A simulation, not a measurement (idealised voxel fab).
Presented below is a process module, voxel double patterning.
For reference, the cross-section in this document is cut, with width 160 nm and square cells of 5 nm.
Cross-section = grid of square cells, listed top down in bands; band = one or more rows.
The entry gives the band's vertical extent as a top height and a bottom height in nm, then its horizontal make-up as materials from left to right, each with a width in nm. "air" stands for empty space; a single material marked "everywhere" fills the band edge to edge.
Beneath 0, the wafer as received is one material, and that level is where height counting begins. The lowest band goes on downward without a bottom; it is written like "0 nm and below".
With a width like "30->40", each row of cells in the band differs from the next by the same amount, the top row carrying the first number and the bottom row the second.
A step reported as "remains unaltered" is a step in which no cell of the cross-section changed.
Under "Fully sealed voids" you'll find the enclosed gaps, the ones with no way out to the top, that are 8 cells or bigger; each reads width x height at distance, with distance counted from the left edge, everything in nm.
If you see something after the settings on a step's line, that's the simulator's own remark about that step.
overlay nm: where the mask lay relative to plan, measured to the right, on steps with a mask; negatives go left.
## Process steps foreseen in the plan
1: RECEIVE, material Si
2: CONFORMAL_DEP, material SiO2, thk nm 10
3: DIRECTIONAL_DEP, material W, thk nm 20
4: DIRECTIONAL_DEP, material SiCN, thk nm 5
5: MASKED_ETCH, tone open, mask id FIRST, width nm 15, pitch nm 50, etch materials SiCN, depth nm 5, overlay nm 0
6: MASKED_ETCH, tone open, mask id SECOND, width nm 15, pitch nm 50, etch materials SiCN, depth nm 5, overlay nm 0
7: DIRECTIONAL_ETCH, etch materials W, depth nm 20
8: STRIP, etch materials SiCN
## First out of two wafers; run went to plan
## Cross-sectional view of the wafer in its as-received condition, corresponding to the state after step 1
	0 nm and below = Si everywhere
	Fully sealed voids: none
## Wafer after step 2 (cross-section)
	10 nm to 0 nm = SiO2 everywhere
	Anything lower than 0 is untouched.
## Wafer after step 3 (cross-section)
	30 nm to 10 nm = W everywhere
	Anything lower than 10 is untouched.
## Wafer after step 4 (cross-section)
	35 nm to 30 nm = SiCN everywhere
	Anything lower than 30 is untouched.
## Wafer after step 5 (cross-section)
	35 nm to 30 nm = 20 SiCN; 15 air; 35 SiCN; 15 air; 35 SiCN; 15 air; 25 SiCN
	Anything lower than 30 is untouched.
## Wafer after step 6 (cross-section)
	35 nm to 30 nm = 20 SiCN; 15 air; 10 SiCN; 15 air; 10 SiCN; 15 air; 10 SiCN; 15 air; 10 SiCN; 15 air; 25 SiCN
	Anything lower than 30 is untouched.
## Wafer after step 7 (cross-section)
	35 nm to 30 nm = 20 SiCN; 15 air; 10 SiCN; 15 air; 10 SiCN; 15 air; 10 SiCN; 15 air; 10 SiCN; 15 air; 25 SiCN
	30 nm to 10 nm = 20 W; 15 air; 10 W; 15 air; 10 W; 15 air; 10 W; 15 air; 10 W; 15 air; 25 W
	Anything lower than 10 is untouched.
## Wafer after step 8 (cross-section)
	30 nm to 10 nm = 20 W; 15 air; 10 W; 15 air; 10 W; 15 air; 10 W; 15 air; 10 W; 15 air; 25 W
	Anything lower than 10 is untouched.
## Companion wafer, the second of two: same beginning, same intended sequence, one mistake in carrying it out; through step 2 inclusive it tracks the first exactly
## Cross-section of the second wafer corresponding to the planned conclusion of step 3
	35 nm to 10 nm = W everywhere
	Anything lower than 10 is untouched.
## Cross-section of the second wafer corresponding to the planned conclusion of step 4
	40 nm to 35 nm = SiCN everywhere
	Anything lower than 35 is untouched.
## Cross-section of the second wafer corresponding to the planned conclusion of step 5
	40 nm to 35 nm = 20 SiCN; 15 air; 35 SiCN; 15 air; 35 SiCN; 15 air; 25 SiCN
	Anything lower than 35 is untouched.
## Cross-section of the second wafer corresponding to the planned conclusion of step 6
	40 nm to 35 nm = 20 SiCN; 15 air; 10 SiCN; 15 air; 10 SiCN; 15 air; 10 SiCN; 15 air; 10 SiCN; 15 air; 25 SiCN
	Anything lower than 35 is untouched.
## Cross-section of the second wafer corresponding to the planned conclusion of step 7
	40 nm to 35 nm = 20 SiCN; 15 air; 10 SiCN; 15 air; 10 SiCN; 15 air; 10 SiCN; 15 air; 10 SiCN; 15 air; 25 SiCN
	35 nm to 15 nm = 20 W; 15 air; 10 W; 15 air; 10 W; 15 air; 10 W; 15 air; 10 W; 15 air; 25 W
	Anything lower than 15 is untouched.
## Cross-section of the second wafer corresponding to the planned conclusion of step 8
	35 nm to 15 nm = 20 W; 15 air; 10 W; 15 air; 10 W; 15 air; 10 W; 15 air; 10 W; 15 air; 25 W
	Anything lower than 15 is untouched.
Where did the run depart from the plan? step 3 deviated from plan and actually ran as DIRECTIONAL_DEP, material W, thk nm 25
Materials where the second wafer ends with more or fewer cells than the first: W +32
